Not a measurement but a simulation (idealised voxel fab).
Herein follows the process module entitled voxel gate over fins.
Cross-section cut spans 195 nm and uses square cells 5 nm in size.
Cross-section format: a grid of square cells, given as bands from top to bottom; each band is one or more rows of cells. Heads up on the band format: heights come first, top then bottom, in nm. After that it's the materials left to right, each with its width in nm. A single material flagged "all across" fills the whole band edge to edge, and "blank" means there's empty space there. For the purposes of this specification, 0 denotes the height below which the wafer in its as-received condition is composed wholly of one material, and the lowermost band, lacking a lower limit, extends downward without end, as expressed in "0..down". Width spec "30..40" -> top row of cells at first value, bottom row at second value, equal per-row change in between. Where the words "nothing got changed" appear for a step, the cross-section shows no cell changed by that step; every cell remained as before. In the "Closed internal voids" entry, you get each enclosed empty space of 8 cells or more, one with no open way to the top, written width x height at distance, distance from the left edge, in nm. after a step's settings: what the simulator itself notes on the step. overlay nm: step with mask; distance mask lay right of planned place; negative value = left of planned place.
SO HERE'S THE LINEUP OF PROCESS STEPS WE PLANNED
1. RECEIVE,material Si
2. CONFORMAL_DEP,material SiN,thk nm 5
3. MASKED_ETCH,tone cover,mask id FINS,width nm 15,pitch nm 55,etch materials SiN,depth nm 5,overlay nm 0
4. MASKED_ETCH,tone cover,mask id FINS,width nm 15,pitch nm 55,etch materials Si,depth nm 35,overlay nm 0
5. FILL_DEP,material SiO2,thk nm 15
6. CMP,height nm 5
7. DIRECTIONAL_DEP,material aC,thk nm 15
8. PATTERN,tone open,mask id RAIL,material resist,width nm 15,thk nm 30,overlay nm 0
9. DIRECTIONAL_ETCH,etch materials aC,depth nm 15
10. STRIP,etch materials resist
11. DIRECTIONAL_ETCH,etch materials SiO2,depth nm 35
12. STRIP,etch materials aC
13. CONFORMAL_DEP,material TiN,thk nm 5
14. FILL_DEP,material W,thk nm 5
15. CMP,height nm 5
16. SELECTIVE_ETCH,etch materials W Ru TiN,depth nm 20
17. FILL_DEP,material SiO2,thk nm 5
18. CMP,height nm 5
19. SELECTIVE_ETCH,etch materials SiO2,depth nm 15
20. STRIP,etch materials SiN
21. CONFORMAL_DEP,material HfO2,thk nm 5
22. CONFORMAL_DEP,material TiN,thk nm 5
23. FILL_DEP,material W,thk nm 15
24. CMP,height nm 20
25. CONFORMAL_DEP,material SiCN,thk nm 5
The wafers in this document start out alike and differ in the thk nm applied at step 22; the plan shows the value used for the first wafer.
CROSS-SECTION OF THE FIRST OF SEVERAL WAFERS AS RECEIVED (AFTER STEP 1)
	0..down  Si all across
	Closed internal voids: none
WAFER CROSS-SECTION (FIRST OF SEVERAL) - MODULE END, POST STEP 25 (LAST STEP)
	25..20  SiCN all across
	20..10  W all across
	10..5  25 of W | 35 of TiN | 20 of W | 35 of TiN | 20 of W | 35 of TiN | 25 of W
	5..0  25 of W | 5 of TiN | 25 of HfO2 | 5 of TiN | 20 of W | 5 of TiN | 25 of HfO2 | 5 of TiN | 20 of W | 5 of TiN | 25 of HfO2 | 5 of TiN | 25 of W
	0..-5  30 of TiN | 5 of HfO2 | 15 of Si | 5 of HfO2 | 30 of TiN | 5 of HfO2 | 15 of Si | 5 of HfO2 | 30 of TiN | 5 of HfO2 | 15 of Si | 5 of HfO2 | 30 of TiN
	-5..-10  35 of HfO2 | 15 of Si | 40 of HfO2 | 15 of Si | 40 of HfO2 | 15 of Si | 35 of HfO2
	-10..-15  35 of SiO2 | 15 of Si | 40 of SiO2 | 15 of Si | 40 of SiO2 | 15 of Si | 35 of SiO2
	-15..-25  35 of SiO2 | 15 of Si | 10 of SiO2 | 5 of TiN | 5 of W | 5 of TiN | 15 of SiO2 | 15 of Si | 40 of SiO2 | 15 of Si | 35 of SiO2
	-25..-30  35 of SiO2 | 15 of Si | 10 of SiO2 | 15 of TiN | 15 of SiO2 | 15 of Si | 40 of SiO2 | 15 of Si | 35 of SiO2
	-30..-35  35 of SiO2 | 15 of Si | 40 of SiO2 | 15 of Si | 40 of SiO2 | 15 of Si | 35 of SiO2
	-35..down  Si all across
	Closed internal voids: none
END OF MODULE: CROSS-SECTION, LAST OF SEVERAL WAFERS
	25..20  SiCN all across
	20..15  10 of W | 175 of TiN | 10 of W
	15..5  TiN all across
	5..0  30 of TiN | 25 of HfO2 | 30 of TiN | 25 of HfO2 | 30 of TiN | 25 of HfO2 | 30 of TiN
	0..-5  30 of TiN | 5 of HfO2 | 15 of Si | 5 of HfO2 | 30 of TiN | 5 of HfO2 | 15 of Si | 5 of HfO2 | 30 of TiN | 5 of HfO2 | 15 of Si | 5 of HfO2 | 30 of TiN
	-5..-10  35 of HfO2 | 15 of Si | 40 of HfO2 | 15 of Si | 40 of HfO2 | 15 of Si | 35 of HfO2
	-10..-15  35 of SiO2 | 15 of Si | 40 of SiO2 | 15 of Si | 40 of SiO2 | 15 of Si | 35 of SiO2
	-15..-25  35 of SiO2 | 15 of Si | 10 of SiO2 | 5 of TiN | 5 of W | 5 of TiN | 15 of SiO2 | 15 of Si | 40 of SiO2 | 15 of Si | 35 of SiO2
	-25..-30  35 of SiO2 | 15 of Si | 10 of SiO2 | 15 of TiN | 15 of SiO2 | 15 of Si | 40 of SiO2 | 15 of Si | 35 of SiO2
	-30..-35  35 of SiO2 | 15 of Si | 40 of SiO2 | 15 of Si | 40 of SiO2 | 15 of Si | 35 of SiO2
	-35..down  Si all across
	Closed internal voids: none
EACH ROW BELOW IS A WAFER AT THE END OF THE MODULE, LISTING FOR EVERY MATERIAL THE NUMBER OF CELLS IT HAS GAINED (+) OR LOST (-) SINCE IT WAS RECEIVED, FOLLOWED BY ITS CLOSED VOIDS
thk nm 5; +51 HfO2; -210 Si; +39 SiCN; +141 SiO2; +58 TiN; +116 W; Closed internal voids: none
thk nm 10; +51 HfO2; -210 Si; +39 SiCN; +141 SiO2; +109 TiN; +65 W; Closed internal voids: none
thk nm 15; +51 HfO2; -210 Si; +39 SiCN; +141 SiO2; +160 TiN; +14 W; Closed internal voids: none
thk nm 20; +51 HfO2; -210 Si; +39 SiCN; +141 SiO2; +168 TiN; +6 W; Closed internal voids: none
